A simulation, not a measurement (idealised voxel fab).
process module | voxel gate over fins
Section cut is 240 nm wide and gridded with 5 nm square cells.
The cross-sections in this document take the form of a grid made of square cells. They are written out as bands, in order from top to bottom. Each band consists of one or more rows of cells.
What a band's entry tells you: where the top is and where the bottom is, as heights in nm, and after that what lies inside, material by material from left to right, each with its width in nm. Empty space is written as the word "air", and a single material marked with the word "edge to edge" occupies the band from edge to edge.
For the purposes of this specification, 0 denotes the height below which the wafer in its as-received condition is composed wholly of one material, and the lowermost band, lacking a lower limit, extends downward without end, as expressed in "top 0, no bottom".
A width given as "30 to 40" starts at the first number in the band's top row and ends at the second number in its bottom row, shifting by an equal amount at every step from row to row.
Given "no modification" for a step, no cell of the cross-section differs between before and after that step.
In the "Non-vented voids" entry, you get each enclosed empty space of 8 cells or more, one with no open way to the top, written width x height at distance, distance from the left edge, in nm.
Post-settings text on a step line: simulator's own remark regarding the step.
overlay nm: mask offset rightward from planned place, masked step; negative means leftward offset.

-- Listed below are the process steps as planned
1: RECEIVE: material Si
2: CONFORMAL_DEP: material SiN, thk nm 5
3: DIRECTIONAL_DEP: material aC, thk nm 10
4: PATTERN: tone cover, mask id FINS, material resist, width nm 15, pitch nm 40, thk nm 30, overlay nm 0
5: DIRECTIONAL_ETCH: etch materials aC, depth nm 10
6: STRIP: etch materials resist
7: DIRECTIONAL_ETCH: etch materials SiN, depth nm 5
8: DIRECTIONAL_ETCH: etch materials Si, depth nm 40
9: STRIP: etch materials aC
10: OXIDIZE: depth nm 5
11: FILL_DEP: material SiO2, thk nm 5
12: CMP: height nm 5
13: SELECTIVE_ETCH: etch materials SiO2, depth nm 15
14: STRIP: etch materials SiN
15: CONFORMAL_DEP: material HfO2, thk nm 5
16: CONFORMAL_DEP: material TiN, thk nm 5
17: FILL_DEP: material W, thk nm 15
18: CMP: height nm 20
19: CONFORMAL_DEP: material SiN, thk nm 10

-- Cross-section of the wafer as it came to us, i.e., already through step 1
	top 0, no bottom | Si edge to edge
	Non-vented voids: none

-- First wafer of two, sectioned at end of module; run went per plan
	top 30, bottom 20 | SiN edge to edge
	top 20, bottom 10 | W edge to edge
	top 10, bottom 5 | W=65  TiN=25  W=15  TiN=25  W=15  TiN=25  W=70
	top 5, bottom 0 | W=65  TiN=5  HfO2=15  TiN=5  W=15  TiN=5  HfO2=15  TiN=5  W=15  TiN=5  HfO2=15  TiN=5  W=70
	top 0, bottom -5 | TiN=70  HfO2=5  Si=5  HfO2=5  TiN=25  HfO2=5  Si=5  HfO2=5  TiN=25  HfO2=5  Si=5  HfO2=5  TiN=75
	top -5, bottom -10 | HfO2=75  Si=5  HfO2=35  Si=5  HfO2=35  Si=5  HfO2=80
	top -10, bottom -45 | SiO2=75  Si=5  SiO2=35  Si=5  SiO2=35  Si=5  SiO2=80
	top -45, no bottom | Si edge to edge
	Non-vented voids: none

-- The second wafer, shown in cross-section after the module: started the same way as the first and given the same plan, yet one mistake crept into how it was run
	top 30, bottom 20 | SiN edge to edge
	top 20, bottom 10 | W edge to edge
	top 10, bottom 5 | W=70  TiN=25  W=15  TiN=25  W=15  TiN=25  W=65
	top 5, bottom 0 | W=70  TiN=5  HfO2=15  TiN=5  W=15  TiN=5  HfO2=15  TiN=5  W=15  TiN=5  HfO2=15  TiN=5  W=65
	top 0, bottom -5 | TiN=75  HfO2=5  Si=5  HfO2=5  TiN=25  HfO2=5  Si=5  HfO2=5  TiN=25  HfO2=5  Si=5  HfO2=5  TiN=70
	top -5, bottom -10 | HfO2=80  Si=5  HfO2=35  Si=5  HfO2=35  Si=5  HfO2=75
	top -10, bottom -45 | SiO2=80  Si=5  SiO2=35  Si=5  SiO2=35  Si=5  SiO2=75
	top -45, no bottom | Si edge to edge
	Non-vented voids: none
Run error: planned and actual differ for step 4; actual: PATTERN: tone cover, mask id FINS, material resist, width nm 15, pitch nm 40, thk nm 30, overlay nm 5
Upon completion, the cell count for each material on the second wafer equals that on the first, whereas the spatial distribution of those cells differs.
